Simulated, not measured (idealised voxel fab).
process module | voxel gate over fins
cross-section cut | 230 nm wide | cells 5 nm
A cross-section is a grid of square cells, given in bands from the top down. A band is one or more rows of cells.
Each band's line starts with the height of the band's top and of its bottom, in nm. Then come its materials from left to right, each with its width in nm. One material with "throughout" fills the band from edge to edge. "air" is empty space.
Height 0 is the level under which the wafer as received is all one material. The lowest band goes on downwards, as in "0 down".
A width such as "30 to 40" changes by the same amount from each row of cells to the next, from the band's top row to its bottom row.
"no change" after a step means that no cell of the cross-section changed.
closed voids: empty space of 8 cells or more with no open way to the top, each as width x height at its distance from the left edge, in nm
after a step's settings: what the simulator itself notes on the step
overlay nm, on a step with a mask: how far to the right of its planned place the mask lay; to the left if negative
plan
1 op RECEIVE | material Si
2 op CONFORMAL_DEP | material SiN | thk nm 5
3 op DIRECTIONAL_DEP | material aC | thk nm 15
4 op PATTERN | tone cover | mask id FINS | material resist | width nm 15 | pitch nm 45 | thk nm 30 | overlay nm 0
5 op DIRECTIONAL_ETCH | etch materials aC | depth nm 15
6 op STRIP | etch materials resist
7 op DIRECTIONAL_ETCH | etch materials SiN | depth nm 5
8 op DIRECTIONAL_ETCH | etch materials Si | depth nm 40
9 op STRIP | etch materials aC
10 op OXIDIZE | depth nm 5
11 op FILL_DEP | material SiO2 | thk nm 15
12 op CMP | height nm 5
13 op SELECTIVE_ETCH | etch materials SiO2 | depth nm 15
14 op STRIP | etch materials SiN
15 op CONFORMAL_DEP | material HfO2 | thk nm 5
16 op CONFORMAL_DEP | material TiN | thk nm 5
17 op CONFORMAL_DEP | material TiAl | thk nm 5
18 op CONFORMAL_DEP | material TiN | thk nm 5
19 op FILL_DEP | material W | thk nm 10
20 op CMP | height nm 25
21 op CONFORMAL_DEP | material SiN | thk nm 10
as received, after step 1
  0 down: Si throughout
  closed voids: none
a wafer at the end: this start, this plan, one mistake
  35 to 25: SiN throughout
  25 to 20: W throughout
  20 to 15: W 25 | TiN 185 | W 20
  15 to 10: W 25 | TiN 5 | TiAl 40 | TiN 5 | TiAl 40 | TiN 5 | TiAl 40 | TiN 5 | TiAl 40 | TiN 5 | W 20
  10 to 5: TiN 30 | TiAl 5 | TiN 30 | TiAl 5 | TiN 5 | TiAl 5 | TiN 30 | TiAl 5 | TiN 5 | TiAl 5 | TiN 30 | TiAl 5 | TiN 5 | TiAl 5 | TiN 30 | TiAl 5 | TiN 25
  5 to 0: TiAl 35 | TiN 5 | HfO2 20 | TiN 5 | TiAl 15 | TiN 5 | HfO2 20 | TiN 5 | TiAl 15 | TiN 5 | HfO2 20 | TiN 5 | TiAl 15 | TiN 5 | HfO2 20 | TiN 5 | TiAl 30
  0 to -5: TiN 40 | HfO2 5 | Si 10 | HfO2 5 | TiN 25 | HfO2 5 | Si 10 | HfO2 5 | TiN 25 | HfO2 5 | Si 10 | HfO2 5 | TiN 25 | HfO2 5 | Si 10 | HfO2 5 | TiN 35
  -5 to -10: HfO2 45 | Si 10 | HfO2 35 | Si 10 | HfO2 35 | Si 10 | HfO2 35 | Si 10 | HfO2 40
  -10 to -45: SiO2 45 | Si 10 | SiO2 35 | Si 10 | SiO2 35 | Si 10 | SiO2 35 | Si 10 | SiO2 40
  -45 down: Si throughout
  closed voids: none
what went wrong: step 4 ran as: op PATTERN | tone cover | mask id FINS | material resist | width nm 20 | pitch nm 45 | thk nm 30 | overlay nm 0
